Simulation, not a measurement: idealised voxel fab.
Proc. module: voxel double patterning
Shown is cross-section cut, with a width of 230 nm and square cells of size 5 nm.
Cross-section spec: square-cell grid; bands listed top down; each band is one or more rows.
Top, bottom (nm), then materials left to right with widths (nm); lone material tagged "everywhere" fills the whole band edge to edge; "empty" = empty space.
Heights are expressed relative to 0, this being the level below which the as-received wafer comprises one material exclusively. The lowest band is unbounded in the downward direction and is denoted as in "0 down".
With a width like "30->40", each row of cells in the band differs from the next by the same amount, the top row carrying the first number and the bottom row the second.
Step note "no alteration" = no cross-section cell changed.
Empty spaces without an open route to the top, at least 8 cells in extent, make up the entry "Enclosed void inventory"; each is given as width x height at distance, where the distance is measured from the left edge, and all are in nm.
On a step's line, text after the settings is the simulator commenting on that step.
overlay nm: how far to the right of its planned place the mask lay on this masked step (negative: to the left).
LIST OF PLANNED PROCESS STEPS
| 1 | RECEIVE,material Si |
| 2 | CONFORMAL_DEP,material SiN,thk nm 5 |
| 3 | DIRECTIONAL_DEP,material SiO2,thk nm 15 |
| 4 | DIRECTIONAL_DEP,material SiCN,thk nm 10 |
| 5 | PATTERN,tone open,mask id FIRST,material resist,width nm 15,pitch nm 50,thk nm 15,overlay nm 0 |
| 6 | DIRECTIONAL_ETCH,etch materials SiCN,depth nm 10 |
| 7 | STRIP,etch materials resist |
| 8 | PATTERN,tone open,mask id SECOND,material resist,width nm 15,pitch nm 50,thk nm 20,overlay nm 0 |
| 9 | DIRECTIONAL_ETCH,etch materials SiCN,depth nm 10 |
| 10 | STRIP,etch materials resist |
| 11 | DIRECTIONAL_ETCH,etch materials SiO2,depth nm 15 |
| 12 | STRIP,etch materials SiCN |
INCOMING WAFER, CROSS-SECTIONAL VIEW, POST STEP 1
- 0 down  Si everywhere
- Enclosed void inventory: none
THE FIRST OF THE TWO WAFERS AS SEEN IN CROSS-SECTION ONCE THE MODULE WAS FINISHED; PROCESSING FOLLOWED THE PLAN
- 20 to 5  SiO2 55, then empty 15, then SiO2 10, then empty 15, then SiO2 10, then empty 15, then SiO2 10, then empty 15, then SiO2 10, then empty 15, then SiO2 60
- 5 to 0  SiN everywhere
- 0 down  Si everywhere
- Enclosed void inventory: none
CROSS-SECTIONAL VIEW OF THE SECOND OF TWO WAFERS UPON COMPLETION OF THE MODULE. THIS WAFER SHARED ITS STARTING CONDITION AND PROCESS PLAN WITH THE FIRST; ONE ERROR WAS MADE DURING ITS EXECUTION
- 20 to 5  SiO2 60, then empty 15, then SiO2 5, then empty 15, then SiO2 15, then empty 15, then SiO2 5, then empty 15, then SiO2 15, then empty 15, then SiO2 55
- 5 to 0  SiN everywhere
- 0 down  Si everywhere
- Enclosed void inventory: none
Deviation noted in wafer processing: for step 5, the planned setting was not used; the step was instead run as PATTERN,tone open,mask id FIRST,material resist,width nm 15,pitch nm 50,thk nm 15,overlay nm 5
In the final comparison it is observed that the number of cells assigned to each material is identical for the two wafers, whereas their placement is not.
